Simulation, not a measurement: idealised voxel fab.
process module | voxel gate over fins
cross-section cut | 255 nm wide | cells 5 nm
A cross-section is a grid of square cells, given in bands from the top down. A band is one or more rows of cells.
Each band's line starts with the height of the band's top and of its bottom, in nm. Then come its materials from left to right, each with its width in nm. One material with "throughout" fills the band from edge to edge. "air" is empty space.
Height 0 is the level under which the wafer as received is all one material. The lowest band goes on downwards, as in "0 down".
A width such as "30 to 40" changes by the same amount from each row of cells to the next, from the band's top row to its bottom row.
"no change" after a step means that no cell of the cross-section changed.
closed voids: empty space of 8 cells or more with no open way to the top, each as width x height at its distance from the left edge, in nm
after a step's settings: what the simulator itself notes on the step
overlay nm, on a step with a mask: how far to the right of its planned place the mask lay; to the left if negative
plan
1 op RECEIVE | material Si
2 op CONFORMAL_DEP | material SiN | thk nm 5
3 op MASKED_ETCH | tone cover | mask id FINS | width nm 15 | pitch nm 55 | etch materials SiN | depth nm 5 | overlay nm 0
4 op MASKED_ETCH | tone cover | mask id FINS | width nm 15 | pitch nm 55 | etch materials Si | depth nm 40 | overlay nm 0
5 op FILL_DEP | material SiO2 | thk nm 5
6 op CMP | height nm 5
7 op PATTERN | tone open | mask id RAIL | material resist | width nm 15 | thk nm 20 | overlay nm 0
8 op DIRECTIONAL_ETCH | etch materials SiO2 | depth nm 40
9 op STRIP | etch materials resist
10 op CONFORMAL_DEP | material TiN | thk nm 5
11 op FILL_DEP | material Ru | thk nm 5
12 op CMP | height nm 5
13 op SELECTIVE_ETCH | etch materials W Ru TiN | depth nm 25
14 op FILL_DEP | material SiO2 | thk nm 5
15 op CMP | height nm 5
16 op SELECTIVE_ETCH | etch materials SiO2 | depth nm 15
17 op STRIP | etch materials SiN
18 op CONFORMAL_DEP | material HfO2 | thk nm 5
19 op CONFORMAL_DEP | material TiN | thk nm 5
20 op CONFORMAL_DEP | material TiAl | thk nm 5
21 op CONFORMAL_DEP | material TiN | thk nm 5
22 op FILL_DEP | material W | thk nm 15
23 op CMP | height nm 30
24 op CONFORMAL_DEP | material SiN | thk nm 10
first wafer, as planned
as received, after step 1
  0 down: Si throughout
  closed voids: none
after step 2
  5 to 0: SiN throughout
  below 0: unchanged
after step 3
  5 to 0: air 35 | SiN 15 | air 40 | SiN 15 | air 40 | SiN 15 | air 40 | SiN 15 | air 40
  below 0: unchanged
after step 4
  5 to 0: air 35 | SiN 15 | air 40 | SiN 15 | air 40 | SiN 15 | air 40 | SiN 15 | air 40
  0 to -40: air 35 | Si 15 | air 40 | Si 15 | air 40 | Si 15 | air 40 | Si 15 | air 40
  below -40: unchanged
after step 5
  10 to 5: SiO2 throughout
  5 to 0: SiO2 35 | SiN 15 | SiO2 40 | SiN 15 | SiO2 40 | SiN 15 | SiO2 40 | SiN 15 | SiO2 40
  0 to -40: SiO2 35 | Si 15 | SiO2 40 | Si 15 | SiO2 40 | Si 15 | SiO2 40 | Si 15 | SiO2 40
  below -40: unchanged
after step 6
  5 to 0: SiO2 35 | SiN 15 | SiO2 40 | SiN 15 | SiO2 40 | SiN 15 | SiO2 40 | SiN 15 | SiO2 40
  below 0: unchanged
after step 7
  25 to 5: resist 60 | air 15 | resist 180
  below 5: unchanged
after step 8
  25 to 5: resist 60 | air 15 | resist 180
  5 to 0: SiO2 35 | SiN 15 | SiO2 10 | air 15 | SiO2 15 | SiN 15 | SiO2 40 | SiN 15 | SiO2 40 | SiN 15 | SiO2 40
  0 to -35: SiO2 35 | Si 15 | SiO2 10 | air 15 | SiO2 15 | Si 15 | SiO2 40 | Si 15 | SiO2 40 | Si 15 | SiO2 40
  below -35: unchanged
after step 9
  5 to 0: SiO2 35 | SiN 15 | SiO2 10 | air 15 | SiO2 15 | SiN 15 | SiO2 40 | SiN 15 | SiO2 40 | SiN 15 | SiO2 40
  below 0: unchanged
after step 10
  10 to 5: TiN 65 | air 5 | TiN 185
  5 to 0: SiO2 35 | SiN 15 | SiO2 10 | TiN 5 | air 5 | TiN 5 | SiO2 15 | SiN 15 | SiO2 40 | SiN 15 | SiO2 40 | SiN 15 | SiO2 40
  0 to -30: SiO2 35 | Si 15 | SiO2 10 | TiN 5 | air 5 | TiN 5 | SiO2 15 | Si 15 | SiO2 40 | Si 15 | SiO2 40 | Si 15 | SiO2 40
  -30 to -35: SiO2 35 | Si 15 | SiO2 10 | TiN 15 | SiO2 15 | Si 15 | SiO2 40 | Si 15 | SiO2 40 | Si 15 | SiO2 40
  below -35: unchanged
after step 11
  15 to 10: Ru throughout
  10 to 5: TiN 65 | Ru 5 | TiN 185
  5 to 0: SiO2 35 | SiN 15 | SiO2 10 | TiN 5 | Ru 5 | TiN 5 | SiO2 15 | SiN 15 | SiO2 40 | SiN 15 | SiO2 40 | SiN 15 | SiO2 40
  0 to -30: SiO2 35 | Si 15 | SiO2 10 | TiN 5 | Ru 5 | TiN 5 | SiO2 15 | Si 15 | SiO2 40 | Si 15 | SiO2 40 | Si 15 | SiO2 40
  below -30: unchanged
after step 12
  5 to 0: SiO2 35 | SiN 15 | SiO2 10 | TiN 5 | Ru 5 | TiN 5 | SiO2 15 | SiN 15 | SiO2 40 | SiN 15 | SiO2 40 | SiN 15 | SiO2 40
  below 0: unchanged
after step 13
  5 to 0: SiO2 35 | SiN 15 | SiO2 10 | air 15 | SiO2 15 | SiN 15 | SiO2 40 | SiN 15 | SiO2 40 | SiN 15 | SiO2 40
  0 to -20: SiO2 35 | Si 15 | SiO2 10 | air 15 | SiO2 15 | Si 15 | SiO2 40 | Si 15 | SiO2 40 | Si 15 | SiO2 40
  below -20: unchanged
after step 14
  10 to 5: SiO2 throughout
  5 to 0: SiO2 35 | SiN 15 | SiO2 40 | SiN 15 | SiO2 40 | SiN 15 | SiO2 40 | SiN 15 | SiO2 40
  0 to -20: SiO2 35 | Si 15 | SiO2 40 | Si 15 | SiO2 40 | Si 15 | SiO2 40 | Si 15 | SiO2 40
  below -20: unchanged
after step 15
  5 to 0: SiO2 35 | SiN 15 | SiO2 40 | SiN 15 | SiO2 40 | SiN 15 | SiO2 40 | SiN 15 | SiO2 40
  below 0: unchanged
after step 16
  5 to 0: air 35 | SiN 15 | air 40 | SiN 15 | air 40 | SiN 15 | air 40 | SiN 15 | air 40
  0 to -10: air 35 | Si 15 | air 40 | Si 15 | air 40 | Si 15 | air 40 | Si 15 | air 40
  below -10: unchanged
after step 17
  0 to -10: air 35 | Si 15 | air 40 | Si 15 | air 40 | Si 15 | air 40 | Si 15 | air 40
  below -10: unchanged
after step 18
  5 to 0: air 30 | HfO2 25 | air 30 | HfO2 25 | air 30 | HfO2 25 | air 30 | HfO2 25 | air 35
  0 to -5: air 30 | HfO2 5 | Si 15 | HfO2 5 | air 30 | HfO2 5 | Si 15 | HfO2 5 | air 30 | HfO2 5 | Si 15 | HfO2 5 | air 30 | HfO2 5 | Si 15 | HfO2 5 | air 35
  -5 to -10: HfO2 35 | Si 15 | HfO2 40 | Si 15 | HfO2 40 | Si 15 | HfO2 40 | Si 15 | HfO2 40
  below -10: unchanged
after step 19
  10 to 5: air 25 | TiN 35 | air 20 | TiN 35 | air 20 | TiN 35 | air 20 | TiN 35 | air 30
  5 to 0: air 25 | TiN 5 | HfO2 25 | TiN 5 | air 20 | TiN 5 | HfO2 25 | TiN 5 | air 20 | TiN 5 | HfO2 25 | TiN 5 | air 20 | TiN 5 | HfO2 25 | TiN 5 | air 30
  0 to -5: TiN 30 | HfO2 5 | Si 15 | HfO2 5 | TiN 30 | HfO2 5 | Si 15 | HfO2 5 | TiN 30 | HfO2 5 | Si 15 | HfO2 5 | TiN 30 | HfO2 5 | Si 15 | HfO2 5 | TiN 35
  below -5: unchanged
after step 20
  15 to 10: air 20 | TiAl 45 | air 10 | TiAl 45 | air 10 | TiAl 45 | air 10 | TiAl 45 | air 25
  10 to 5: air 20 | TiAl 5 | TiN 35 | TiAl 5 | air 10 | TiAl 5 | TiN 35 | TiAl 5 | air 10 | TiAl 5 | TiN 35 | TiAl 5 | air 10 | TiAl 5 | TiN 35 | TiAl 5 | air 25
  5 to 0: TiAl 25 | TiN 5 | HfO2 25 | TiN 5 | TiAl 20 | TiN 5 | HfO2 25 | TiN 5 | TiAl 20 | TiN 5 | HfO2 25 | TiN 5 | TiAl 20 | TiN 5 | HfO2 25 | TiN 5 | TiAl 30
  below 0: unchanged
after step 21
  20 to 15: air 15 | TiN 220 | air 20
  15 to 10: air 15 | TiN 5 | TiAl 45 | TiN 10 | TiAl 45 | TiN 10 | TiAl 45 | TiN 10 | TiAl 45 | TiN 5 | air 20
  10 to 5: TiN 20 | TiAl 5 | TiN 35 | TiAl 5 | TiN 10 | TiAl 5 | TiN 35 | TiAl 5 | TiN 10 | TiAl 5 | TiN 35 | TiAl 5 | TiN 10 | TiAl 5 | TiN 35 | TiAl 5 | TiN 25
  below 5: unchanged
after step 22
  35 to 20: W throughout
  20 to 15: W 15 | TiN 220 | W 20
  15 to 10: W 15 | TiN 5 | TiAl 45 | TiN 10 | TiAl 45 | TiN 10 | TiAl 45 | TiN 10 | TiAl 45 | TiN 5 | W 20
  below 10: unchanged
after step 23
  30 to 20: W throughout
  below 20: unchanged
after step 24
  40 to 30: SiN throughout
  below 30: unchanged
second wafer: like start, like plan, one mistake. Through step 6 it matches the first wafer
when step 7 should have ended
  25 to 5: air 60 | resist 15 | air 180
  below 5: unchanged
when step 8 should have ended
  25 to 5: air 60 | resist 15 | air 180
  5 to 0: air 35 | SiN 15 | air 10 | SiO2 15 | air 15 | SiN 15 | air 40 | SiN 15 | air 40 | SiN 15 | air 40
  0 to -35: air 35 | Si 15 | air 10 | SiO2 15 | air 15 | Si 15 | air 40 | Si 15 | air 40 | Si 15 | air 40
  below -35: unchanged
when step 9 should have ended
  5 to 0: air 35 | SiN 15 | air 10 | SiO2 15 | air 15 | SiN 15 | air 40 | SiN 15 | air 40 | SiN 15 | air 40
  below 0: unchanged
when step 10 should have ended
  10 to 5: air 30 | TiN 50 | air 5 | TiN 25 | air 30 | TiN 25 | air 30 | TiN 25 | air 35
  5 to 0: air 30 | TiN 5 | SiN 15 | TiN 10 | SiO2 15 | TiN 5 | air 5 | TiN 5 | SiN 15 | TiN 5 | air 30 | TiN 5 | SiN 15 | TiN 5 | air 30 | TiN 5 | SiN 15 | TiN 5 | air 35
  0 to -30: air 30 | TiN 5 | Si 15 | TiN 10 | SiO2 15 | TiN 5 | air 5 | TiN 5 | Si 15 | TiN 5 | air 30 | TiN 5 | Si 15 | TiN 5 | air 30 | TiN 5 | Si 15 | TiN 5 | air 35
  -30 to -35: TiN 35 | Si 15 | TiN 10 | SiO2 15 | TiN 15 | Si 15 | TiN 40 | Si 15 | TiN 40 | Si 15 | TiN 40
  below -35: unchanged
when step 11 should have ended
  15 to 10: Ru throughout
  10 to 5: Ru 30 | TiN 50 | Ru 5 | TiN 25 | Ru 30 | TiN 25 | Ru 30 | TiN 25 | Ru 35
  5 to 0: Ru 30 | TiN 5 | SiN 15 | TiN 10 | SiO2 15 | TiN 5 | Ru 5 | TiN 5 | SiN 15 | TiN 5 | Ru 30 | TiN 5 | SiN 15 | TiN 5 | Ru 30 | TiN 5 | SiN 15 | TiN 5 | Ru 35
  0 to -30: Ru 30 | TiN 5 | Si 15 | TiN 10 | SiO2 15 | TiN 5 | Ru 5 | TiN 5 | Si 15 | TiN 5 | Ru 30 | TiN 5 | Si 15 | TiN 5 | Ru 30 | TiN 5 | Si 15 | TiN 5 | Ru 35
  below -30: unchanged
when step 12 should have ended
  5 to 0: Ru 30 | TiN 5 | SiN 15 | TiN 10 | SiO2 15 | TiN 5 | Ru 5 | TiN 5 | SiN 15 | TiN 5 | Ru 30 | TiN 5 | SiN 15 | TiN 5 | Ru 30 | TiN 5 | SiN 15 | TiN 5 | Ru 35
  below 0: unchanged
when step 13 should have ended
  5 to 0: air 35 | SiN 15 | air 10 | SiO2 15 | air 15 | SiN 15 | air 40 | SiN 15 | air 40 | SiN 15 | air 40
  0 to -20: air 35 | Si 15 | air 10 | SiO2 15 | air 15 | Si 15 | air 40 | Si 15 | air 40 | Si 15 | air 40
  below -20: unchanged
when step 14 should have ended
  10 to 5: SiO2 throughout
  5 to 0: SiO2 35 | SiN 15 | SiO2 40 | SiN 15 | SiO2 40 | SiN 15 | SiO2 40 | SiN 15 | SiO2 40
  0 to -20: SiO2 35 | Si 15 | SiO2 40 | Si 15 | SiO2 40 | Si 15 | SiO2 40 | Si 15 | SiO2 40
  below -20: unchanged
when step 15 should have ended
  5 to 0: SiO2 35 | SiN 15 | SiO2 40 | SiN 15 | SiO2 40 | SiN 15 | SiO2 40 | SiN 15 | SiO2 40
  below 0: unchanged
when step 16 should have ended
  5 to 0: air 35 | SiN 15 | air 40 | SiN 15 | air 40 | SiN 15 | air 40 | SiN 15 | air 40
  0 to -10: air 35 | Si 15 | air 40 | Si 15 | air 40 | Si 15 | air 40 | Si 15 | air 40
  below -10: unchanged
when step 17 should have ended
  0 to -10: air 35 | Si 15 | air 40 | Si 15 | air 40 | Si 15 | air 40 | Si 15 | air 40
  below -10: unchanged
when step 18 should have ended
  5 to 0: air 30 | HfO2 25 | air 30 | HfO2 25 | air 30 | HfO2 25 | air 30 | HfO2 25 | air 35
  0 to -5: air 30 | HfO2 5 | Si 15 | HfO2 5 | air 30 | HfO2 5 | Si 15 | HfO2 5 | air 30 | HfO2 5 | Si 15 | HfO2 5 | air 30 | HfO2 5 | Si 15 | HfO2 5 | air 35
  -5 to -10: HfO2 35 | Si 15 | HfO2 40 | Si 15 | HfO2 40 | Si 15 | HfO2 40 | Si 15 | HfO2 40
  below -10: unchanged
when step 19 should have ended
  10 to 5: air 25 | TiN 35 | air 20 | TiN 35 | air 20 | TiN 35 | air 20 | TiN 35 | air 30
  5 to 0: air 25 | TiN 5 | HfO2 25 | TiN 5 | air 20 | TiN 5 | HfO2 25 | TiN 5 | air 20 | TiN 5 | HfO2 25 | TiN 5 | air 20 | TiN 5 | HfO2 25 | TiN 5 | air 30
  0 to -5: TiN 30 | HfO2 5 | Si 15 | HfO2 5 | TiN 30 | HfO2 5 | Si 15 | HfO2 5 | TiN 30 | HfO2 5 | Si 15 | HfO2 5 | TiN 30 | HfO2 5 | Si 15 | HfO2 5 | TiN 35
  below -5: unchanged
when step 20 should have ended
  15 to 10: air 20 | TiAl 45 | air 10 | TiAl 45 | air 10 | TiAl 45 | air 10 | TiAl 45 | air 25
  10 to 5: air 20 | TiAl 5 | TiN 35 | TiAl 5 | air 10 | TiAl 5 | TiN 35 | TiAl 5 | air 10 | TiAl 5 | TiN 35 | TiAl 5 | air 10 | TiAl 5 | TiN 35 | TiAl 5 | air 25
  5 to 0: TiAl 25 | TiN 5 | HfO2 25 | TiN 5 | TiAl 20 | TiN 5 | HfO2 25 | TiN 5 | TiAl 20 | TiN 5 | HfO2 25 | TiN 5 | TiAl 20 | TiN 5 | HfO2 25 | TiN 5 | TiAl 30
  below 0: unchanged
when step 21 should have ended
  20 to 15: air 15 | TiN 220 | air 20
  15 to 10: air 15 | TiN 5 | TiAl 45 | TiN 10 | TiAl 45 | TiN 10 | TiAl 45 | TiN 10 | TiAl 45 | TiN 5 | air 20
  10 to 5: TiN 20 | TiAl 5 | TiN 35 | TiAl 5 | TiN 10 | TiAl 5 | TiN 35 | TiAl 5 | TiN 10 | TiAl 5 | TiN 35 | TiAl 5 | TiN 10 | TiAl 5 | TiN 35 | TiAl 5 | TiN 25
  below 5: unchanged
when step 22 should have ended
  35 to 20: W throughout
  20 to 15: W 15 | TiN 220 | W 20
  15 to 10: W 15 | TiN 5 | TiAl 45 | TiN 10 | TiAl 45 | TiN 10 | TiAl 45 | TiN 10 | TiAl 45 | TiN 5 | W 20
  below 10: unchanged
when step 23 should have ended
  30 to 20: W throughout
  below 20: unchanged
when step 24 should have ended
  40 to 30: SiN throughout
  below 30: unchanged
what went wrong: step 7 ran as: op PATTERN | tone cover | mask id RAIL | material resist | width nm 15 | thk nm 20 | overlay nm 0
at the end the second wafer has, in cells: 50 more of Ru | 99 fewer of SiO2 | 49 more of TiN
